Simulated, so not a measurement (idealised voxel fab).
Process module heading - voxel capacitor over wiring
Square cells of 5 nm make up the cross-section cut, whose width is 270 nm.
In what follows, cross-sections appear as grids of square cells, described through bands that run from the top down, where every band is one or more rows of cells.
The entry gives the band's vertical extent as a top height and a bottom height in nm, then its horizontal make-up as materials from left to right, each with a width in nm. "empty" stands for empty space; a single material marked "edge to edge" fills the band edge to edge.
Below 0: as-received wafer, all one material; heights counted from there. Lowest band: no bottom, goes on down, written "0 and below".
A width such as "30 to 40" changes by the same amount from each row of cells to the next, from the band's top row to its bottom row.
It should be understood that the words "no alteration", when stated for a given step, signify that the cross-section underwent no change in any of its cells during that step.
Look at "Entrapped voids" for the closed voids: empty spaces with no open path to the top, sized 8 cells or up. Each is width x height at distance, distance from the left edge, all nm.
after a step's settings: what the simulator itself notes on the step
overlay nm: right-of-plan distance of the mask on a masked step; negative values mean left-of-plan.
# Here's what the planned process steps look like
step 1: RECEIVE | material Si
step 2: CONFORMAL_DEP | material SiO2 | thk nm 10
step 3: CONFORMAL_DEP | material SiN | thk nm 5
step 4: DIRECTIONAL_DEP | material SiO2 | thk nm 15
step 5: PATTERN | tone open | mask id METAL_1 | material resist | width nm 20 | pitch nm 80 | thk nm 15 | overlay nm 0
step 6: DIRECTIONAL_ETCH | etch materials SiO2 | depth nm 15
step 7: DIRECTIONAL_ETCH | etch materials SiN | depth nm 5
step 8: STRIP | etch materials resist
step 9: CONFORMAL_DEP | material TiN | thk nm 5
step 10: FILL_DEP | material Cu | thk nm 5
step 11: CMP | height nm 30
step 12: CONFORMAL_DEP | material SiCN | thk nm 5
step 13: DIRECTIONAL_DEP | material SiO2 | thk nm 10
step 14: DIRECTIONAL_DEP | material aC | thk nm 10
step 15: PATTERN | tone open | mask id PLUG_1 | material resist | width nm 15 | thk nm 30 | overlay nm 0
step 16: DIRECTIONAL_ETCH | etch materials aC | depth nm 10
step 17: STRIP | etch materials resist
step 18: DIRECTIONAL_ETCH | etch materials SiO2 | depth nm 10
step 19: DIRECTIONAL_ETCH | etch materials SiCN | depth nm 5
step 20: STRIP | etch materials aC
step 21: EPI | material Ru | thk nm 10
step 22: EPI | material Ru | thk nm 5
step 23: DIRECTIONAL_DEP | material TiN | thk nm 5
step 24: DIRECTIONAL_DEP | material SiN | thk nm 5
step 25: DIRECTIONAL_DEP | material TiN | thk nm 10
step 26: MASKED_ETCH | tone cover | mask id UPPER_PLATE | width nm 65 | etch materials TiN | depth nm 10 | overlay nm 0
step 27: MASKED_ETCH | tone cover | mask id UPPER_PLATE | width nm 65 | etch materials SiN | depth nm 5 | overlay nm 0
step 28: MASKED_ETCH | tone cover | mask id LOWER_PLATE | width nm 75 | etch materials TiN | depth nm 5 | overlay nm 0
step 29: FILL_DEP | material SiO2 | thk nm 20
step 30: CMP | height nm 80
step 31: PATTERN | tone open | mask id PLUG_2 | material resist | width nm 15 | thk nm 20 | overlay nm 0
step 32: DIRECTIONAL_ETCH | etch materials SiO2 | depth nm 15
step 33: STRIP | etch materials resist
step 34: CONFORMAL_DEP | material TiN | thk nm 5
step 35: FILL_DEP | material W | thk nm 10
step 36: CMP | height nm 80
step 37: CONFORMAL_DEP | material SiCN | thk nm 5
# On the first of the two wafers: run conducted according to plan
# This is the cross-section of the wafer as we received it, i.e. after step 1
* 0 and below | Si edge to edge
* Entrapped voids: none
# Upon completion of step 2, the wafer appears in cross-section as shown
* 10 down to 0 | SiO2 edge to edge
* All layers under 0 are left as they were.
# Upon completion of step 3, the wafer appears in cross-section as shown
* 15 down to 10 | SiN edge to edge
* All layers under 10 are left as they were.
# Upon completion of step 4, the wafer appears in cross-section as shown
* 30 down to 15 | SiO2 edge to edge
* All layers under 15 are left as they were.
# Upon completion of step 5, the wafer appears in cross-section as shown
* 45 down to 30 | 85 of resist, then 20 of empty, then 60 of resist, then 20 of empty, then 85 of resist
* All layers under 30 are left as they were.
# Upon completion of step 6, the wafer appears in cross-section as shown
* 45 down to 30 | 85 of resist, then 20 of empty, then 60 of resist, then 20 of empty, then 85 of resist
* 30 down to 15 | 85 of SiO2, then 20 of empty, then 60 of SiO2, then 20 of empty, then 85 of SiO2
* All layers under 15 are left as they were.
# Upon completion of step 7, the wafer appears in cross-section as shown
* 45 down to 30 | 85 of resist, then 20 of empty, then 60 of resist, then 20 of empty, then 85 of resist
* 30 down to 15 | 85 of SiO2, then 20 of empty, then 60 of SiO2, then 20 of empty, then 85 of SiO2
* 15 down to 10 | 85 of SiN, then 20 of empty, then 60 of SiN, then 20 of empty, then 85 of SiN
* All layers under 10 are left as they were.
# Upon completion of step 8, the wafer appears in cross-section as shown
* 30 down to 15 | 85 of SiO2, then 20 of empty, then 60 of SiO2, then 20 of empty, then 85 of SiO2
* All layers under 15 are left as they were.
# Upon completion of step 9, the wafer appears in cross-section as shown
* 35 down to 30 | 90 of TiN, then 10 of empty, then 70 of TiN, then 10 of empty, then 90 of TiN
* 30 down to 15 | 85 of SiO2, then 5 of TiN, then 10 of empty, then 5 of TiN, then 60 of SiO2, then 5 of TiN, then 10 of empty, then 5 of TiN, then 85 of SiO2
* 15 down to 10 | 85 of SiN, then 20 of TiN, then 60 of SiN, then 20 of TiN, then 85 of SiN
* All layers under 10 are left as they were.
# Upon completion of step 10, the wafer appears in cross-section as shown
* 40 down to 35 | Cu edge to edge
* 35 down to 30 | 90 of TiN, then 10 of Cu, then 70 of TiN, then 10 of Cu, then 90 of TiN
* 30 down to 15 | 85 of SiO2, then 5 of TiN, then 10 of Cu, then 5 of TiN, then 60 of SiO2, then 5 of TiN, then 10 of Cu, then 5 of TiN, then 85 of SiO2
* All layers under 15 are left as they were.
# Upon completion of step 11, the wafer appears in cross-section as shown
* 30 down to 15 | 85 of SiO2, then 5 of TiN, then 10 of Cu, then 5 of TiN, then 60 of SiO2, then 5 of TiN, then 10 of Cu, then 5 of TiN, then 85 of SiO2
* All layers under 15 are left as they were.
# Upon completion of step 12, the wafer appears in cross-section as shown
* 35 down to 30 | SiCN edge to edge
* All layers under 30 are left as they were.
# Upon completion of step 13, the wafer appears in cross-section as shown
* 45 down to 35 | SiO2 edge to edge
* All layers under 35 are left as they were.
# Upon completion of step 14, the wafer appears in cross-section as shown
* 55 down to 45 | aC edge to edge
* All layers under 45 are left as they were.
# Upon completion of step 15, the wafer appears in cross-section as shown
* 85 down to 55 | 90 of resist, then 15 of empty, then 165 of resist
* All layers under 55 are left as they were.
# Upon completion of step 16, the wafer appears in cross-section as shown
* 75 down to 55 | 90 of resist, then 15 of empty, then 165 of resist
* 55 down to 45 | 90 of aC, then 15 of empty, then 165 of aC
* All layers under 45 are left as they were.
# Upon completion of step 17, the wafer appears in cross-section as shown
* 55 down to 45 | 90 of aC, then 15 of empty, then 165 of aC
* All layers under 45 are left as they were.
# Upon completion of step 18, the wafer appears in cross-section as shown
* 55 down to 45 | 90 of aC, then 15 of empty, then 165 of aC
* 45 down to 35 | 90 of SiO2, then 15 of empty, then 165 of SiO2
* All layers under 35 are left as they were.
# Upon completion of step 19, the wafer appears in cross-section as shown
* 55 down to 45 | 90 of aC, then 15 of empty, then 165 of aC
* 45 down to 35 | 90 of SiO2, then 15 of empty, then 165 of SiO2
* 35 down to 30 | 90 of SiCN, then 15 of empty, then 165 of SiCN
* All layers under 30 are left as they were.
# Upon completion of step 20, the wafer appears in cross-section as shown
* 45 down to 35 | 90 of SiO2, then 15 of empty, then 165 of SiO2
* All layers under 35 are left as they were.
# Upon completion of step 21, the wafer appears in cross-section as shown
* 45 down to 40 | 90 of SiO2, then 15 of empty, then 165 of SiO2
* 40 down to 35 | 90 of SiO2, then 15 of Ru, then 165 of SiO2
* 35 down to 30 | 90 of SiCN, then 15 of Ru, then 165 of SiCN
* All layers under 30 are left as they were.
# Upon completion of step 22, the wafer appears in cross-section as shown
* 45 down to 35 | 90 of SiO2, then 15 of Ru, then 165 of SiO2
* All layers under 35 are left as they were.
# Upon completion of step 23, the wafer appears in cross-section as shown
* 50 down to 45 | TiN edge to edge
* All layers under 45 are left as they were.
# Upon completion of step 24, the wafer appears in cross-section as shown
* 55 down to 50 | SiN edge to edge
* All layers under 50 are left as they were.
# Upon completion of step 25, the wafer appears in cross-section as shown
* 65 down to 55 | TiN edge to edge
* All layers under 55 are left as they were.
# Upon completion of step 26, the wafer appears in cross-section as shown
* 65 down to 55 | 90 of empty, then 65 of TiN, then 115 of empty
* All layers under 55 are left as they were.
# Upon completion of step 27, the wafer appears in cross-section as shown
* 65 down to 55 | 90 of empty, then 65 of TiN, then 115 of empty
* 55 down to 50 | 90 of empty, then 65 of SiN, then 115 of empty
* All layers under 50 are left as they were.
# Upon completion of step 28, the wafer appears in cross-section as shown
* 65 down to 55 | 90 of empty, then 65 of TiN, then 115 of empty
* 55 down to 50 | 90 of empty, then 65 of SiN, then 115 of empty
* 50 down to 45 | 85 of empty, then 75 of TiN, then 110 of empty
* All layers under 45 are left as they were.
# Upon completion of step 29, the wafer appears in cross-section as shown
* 85 down to 65 | SiO2 edge to edge
* 65 down to 55 | 90 of SiO2, then 65 of TiN, then 115 of SiO2
* 55 down to 50 | 90 of SiO2, then 65 of SiN, then 115 of SiO2
* 50 down to 45 | 85 of SiO2, then 75 of TiN, then 110 of SiO2
* All layers under 45 are left as they were.
# Upon completion of step 30, the wafer appears in cross-section as shown
* 80 down to 65 | SiO2 edge to edge
* All layers under 65 are left as they were.
# Upon completion of step 31, the wafer appears in cross-section as shown
* 100 down to 80 | 100 of resist, then 15 of empty, then 155 of resist
* All layers under 80 are left as they were.
# Upon completion of step 32, the wafer appears in cross-section as shown
* 100 down to 80 | 100 of resist, then 15 of empty, then 155 of resist
* 80 down to 65 | 100 of SiO2, then 15 of empty, then 155 of SiO2
* All layers under 65 are left as they were.
# Upon completion of step 33, the wafer appears in cross-section as shown
* 80 down to 65 | 100 of SiO2, then 15 of empty, then 155 of SiO2
* All layers under 65 are left as they were.
# Upon completion of step 34, the wafer appears in cross-section as shown
* 85 down to 80 | 105 of TiN, then 5 of empty, then 160 of TiN
* 80 down to 70 | 100 of SiO2, then 5 of TiN, then 5 of empty, then 5 of TiN, then 155 of SiO2
* 70 down to 65 | 100 of SiO2, then 15 of TiN, then 155 of SiO2
* All layers under 65 are left as they were.
# Upon completion of step 35, the wafer appears in cross-section as shown
* 95 down to 85 | W edge to edge
* 85 down to 80 | 105 of TiN, then 5 of W, then 160 of TiN
* 80 down to 70 | 100 of SiO2, then 5 of TiN, then 5 of W, then 5 of TiN, then 155 of SiO2
* All layers under 70 are left as they were.
# Upon completion of step 36, the wafer appears in cross-section as shown
* 80 down to 70 | 100 of SiO2, then 5 of TiN, then 5 of W, then 5 of TiN, then 155 of SiO2
* All layers under 70 are left as they were.
# Upon completion of step 37, the wafer appears in cross-section as shown
* 85 down to 80 | SiCN edge to edge
* All layers under 80 are left as they were.
# Wafer two of the pair: same origin, same plan, one error during the run; identical to wafer one up to and including step 20
# when step 21 should have ended
* 50 down to 45 | 85 of empty, then 25 of Ru, then 160 of empty
* 45 down to 35 | 90 of SiO2, then 15 of Ru, then 165 of SiO2
* 35 down to 30 | 90 of SiCN, then 15 of Ru, then 165 of SiCN
* All layers under 30 are left as they were.
# when step 22 should have ended
* 55 down to 45 | 80 of empty, then 35 of Ru, then 155 of empty
* All layers under 45 are left as they were.
# when step 23 should have ended
* 60 down to 55 | 80 of empty, then 35 of TiN, then 155 of empty
* 55 down to 50 | 80 of empty, then 35 of Ru, then 155 of empty
* 50 down to 45 | 80 of TiN, then 35 of Ru, then 155 of TiN
* All layers under 45 are left as they were.
# when step 24 should have ended
* 65 down to 60 | 80 of empty, then 35 of SiN, then 155 of empty
* 60 down to 55 | 80 of empty, then 35 of TiN, then 155 of empty
* 55 down to 50 | 80 of SiN, then 35 of Ru, then 155 of SiN
* All layers under 50 are left as they were.
# when step 25 should have ended
* 75 down to 65 | 80 of empty, then 35 of TiN, then 155 of empty
* 65 down to 60 | 80 of TiN, then 35 of SiN, then 155 of TiN
* 60 down to 55 | TiN edge to edge
* All layers under 55 are left as they were.
# when step 26 should have ended
* 75 down to 65 | 90 of empty, then 25 of TiN, then 155 of empty
* 65 down to 60 | 80 of empty, then 35 of SiN, then 40 of TiN, then 115 of empty
* 60 down to 55 | 80 of empty, then 75 of TiN, then 115 of empty
* All layers under 55 are left as they were.
# when step 27 should have ended
* 75 down to 65 | 90 of empty, then 25 of TiN, then 155 of empty
* 65 down to 60 | 90 of empty, then 25 of SiN, then 40 of TiN, then 115 of empty
* 60 down to 55 | 80 of empty, then 75 of TiN, then 115 of empty
* 55 down to 50 | 80 of empty, then 35 of Ru, then 40 of SiN, then 115 of empty
* All layers under 50 are left as they were.
# when step 28 should have ended
* 75 down to 65 | 90 of empty, then 25 of TiN, then 155 of empty
* 65 down to 60 | 90 of empty, then 25 of SiN, then 40 of TiN, then 115 of empty
* 60 down to 55 | 85 of empty, then 70 of TiN, then 115 of empty
* 55 down to 50 | 80 of empty, then 35 of Ru, then 40 of SiN, then 115 of empty
* 50 down to 45 | 80 of empty, then 35 of Ru, then 45 of TiN, then 110 of empty
* All layers under 45 are left as they were.
# when step 29 should have ended
* 95 down to 75 | SiO2 edge to edge
* 75 down to 65 | 90 of SiO2, then 25 of TiN, then 155 of SiO2
* 65 down to 60 | 90 of SiO2, then 25 of SiN, then 40 of TiN, then 115 of SiO2
* 60 down to 55 | 85 of SiO2, then 70 of TiN, then 115 of SiO2
* 55 down to 50 | 80 of SiO2, then 35 of Ru, then 40 of SiN, then 115 of SiO2
* 50 down to 45 | 80 of SiO2, then 35 of Ru, then 45 of TiN, then 110 of SiO2
* All layers under 45 are left as they were.
# when step 30 should have ended
* 80 down to 75 | SiO2 edge to edge
* All layers under 75 are left as they were.
# when step 31 should have ended
* 100 down to 80 | 100 of resist, then 15 of empty, then 155 of resist
* All layers under 80 are left as they were.
# when step 32 should have ended
* 100 down to 80 | 100 of resist, then 15 of empty, then 155 of resist
* 80 down to 75 | 100 of SiO2, then 15 of empty, then 155 of SiO2
* All layers under 75 are left as they were.
# when step 33 should have ended
* 80 down to 75 | 100 of SiO2, then 15 of empty, then 155 of SiO2
* All layers under 75 are left as they were.
# when step 34 should have ended
* 85 down to 80 | 105 of TiN, then 5 of empty, then 160 of TiN
* 80 down to 75 | 100 of SiO2, then 15 of TiN, then 155 of SiO2
* All layers under 75 are left as they were.
# when step 35 should have ended
* 95 down to 85 | W edge to edge
* 85 down to 80 | 105 of TiN, then 5 of W, then 160 of TiN
* All layers under 80 are left as they were.
# when step 36 should have ended
* 80 down to 75 | 100 of SiO2, then 15 of TiN, then 155 of SiO2
* All layers under 75 are left as they were.
# when step 37 should have ended
* 85 down to 80 | SiCN edge to edge
* All layers under 80 are left as they were.
What was done differently from what was planned? the plan's step 21 ran twice
In the final state, the cell counts of the second wafer exceed or fall short of those of the first for the following materials: 14 more of Ru, 8 fewer of SiO2, 4 fewer of TiN, 2 fewer of W
